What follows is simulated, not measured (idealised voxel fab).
Process module under the name voxel lift off
Square cell edge 5 nm, section width 215 nm, ID cut.
Cross-section format: a grid of square cells, given as bands from top to bottom; each band is one or more rows of cells. Read a band's entry like this: the first values are the height of its top and the height of its bottom in nm, and what follows is the sequence of materials from left to right, each with its width in nm. Note that "blank" is empty space, and that a single material marked "edge to edge" reaches across the band from edge to edge. Convention: height 0 is the level below which the wafer, as received, is all one material. The lowest band does not terminate at the bottom but continues downward, represented as "0..down". You'd read "30 to 40" like this: the band's top row of cells is as wide as the first number, its bottom row is as wide as the second, and going down, every row changes width by the same amount as the row before did. "no change" (step): cross-section cells unchanged, all of them. The entry "Closed void roster" lists the empty spaces that cover at least 8 cells and have no open path to the top. Each is written as width x height at distance, where the distance is measured from the left edge and all three values are in nm. Post-settings text on a step line: simulator's own remark regarding the step. overlay nm, on a step with a mask: how far to the right of its planned place the mask lay; to the left if negative.
The process steps that were planned are listed below:
1: RECEIVE: material Si
2: CONFORMAL_DEP: material SiN, thk nm 5
3: PATTERN: tone open, mask id LINES, material resist, width nm 25, pitch nm 50, thk nm 25, overlay nm 0
4: DIRECTIONAL_DEP: material Ru, thk nm 15
5: STRIP: etch materials resist
6: CONFORMAL_DEP: material SiN, thk nm 5
The first of a set of two wafers, run to plan:
Cross-section, incoming material, after step 1:
0..down: Si edge to edge
Closed void roster: none
Take a look at the wafer's cross-section after step 2:
5..0: SiN edge to edge
Anything lower than 0 is untouched.
Take a look at the wafer's cross-section after step 3:
30..5: resist 20 / blank 25 / resist 25 / blank 25 / resist 25 / blank 25 / resist 25 / blank 25 / resist 20
Anything lower than 5 is untouched.
Take a look at the wafer's cross-section after step 4:
45..30: Ru 20 / blank 25 / Ru 25 / blank 25 / Ru 25 / blank 25 / Ru 25 / blank 25 / Ru 20
30..20: resist 20 / blank 25 / resist 25 / blank 25 / resist 25 / blank 25 / resist 25 / blank 25 / resist 20
20..5: resist 20 / Ru 25 / resist 25 / Ru 25 / resist 25 / Ru 25 / resist 25 / Ru 25 / resist 20
Anything lower than 5 is untouched.
Take a look at the wafer's cross-section after step 5:
20..5: blank 20 / Ru 25 / blank 25 / Ru 25 / blank 25 / Ru 25 / blank 25 / Ru 25 / blank 20
Anything lower than 5 is untouched.
Take a look at the wafer's cross-section after step 6:
25..20: blank 15 / SiN 35 / blank 15 / SiN 35 / blank 15 / SiN 35 / blank 15 / SiN 35 / blank 15
20..10: blank 15 / SiN 5 / Ru 25 / SiN 5 / blank 15 / SiN 5 / Ru 25 / SiN 5 / blank 15 / SiN 5 / Ru 25 / SiN 5 / blank 15 / SiN 5 / Ru 25 / SiN 5 / blank 15
10..5: SiN 20 / Ru 25 / SiN 25 / Ru 25 / SiN 25 / Ru 25 / SiN 25 / Ru 25 / SiN 20
Anything lower than 5 is untouched.
Regarding the second of the two wafers: it shared the first wafer's starting condition and process plan, yet one error occurred during its execution. Its history coincides with that of the first wafer up to and including step 3:
The second wafer in cross-section, at the planned close of step 4:
40..30: Ru 20 / blank 25 / Ru 25 / blank 25 / Ru 25 / blank 25 / Ru 25 / blank 25 / Ru 20
30..15: resist 20 / blank 25 / resist 25 / blank 25 / resist 25 / blank 25 / resist 25 / blank 25 / resist 20
15..5: resist 20 / Ru 25 / resist 25 / Ru 25 / resist 25 / Ru 25 / resist 25 / Ru 25 / resist 20
Anything lower than 5 is untouched.
The second wafer in cross-section, at the planned close of step 5:
15..5: blank 20 / Ru 25 / blank 25 / Ru 25 / blank 25 / Ru 25 / blank 25 / Ru 25 / blank 20
Anything lower than 5 is untouched.
The second wafer in cross-section, at the planned close of step 6:
20..15: blank 15 / SiN 35 / blank 15 / SiN 35 / blank 15 / SiN 35 / blank 15 / SiN 35 / blank 15
15..10: blank 15 / SiN 5 / Ru 25 / SiN 5 / blank 15 / SiN 5 / Ru 25 / SiN 5 / blank 15 / SiN 5 / Ru 25 / SiN 5 / blank 15 / SiN 5 / Ru 25 / SiN 5 / blank 15
10..5: SiN 20 / Ru 25 / SiN 25 / Ru 25 / SiN 25 / Ru 25 / SiN 25 / Ru 25 / SiN 20
Anything lower than 5 is untouched.
what went wrong: in deviation from the planned setting, step 4 was conducted as DIRECTIONAL_DEP: material Ru, thk nm 10
The second wafer ends with more or fewer cells of some materials than the first, per final count: 20 fewer of Ru, 8 fewer of SiN
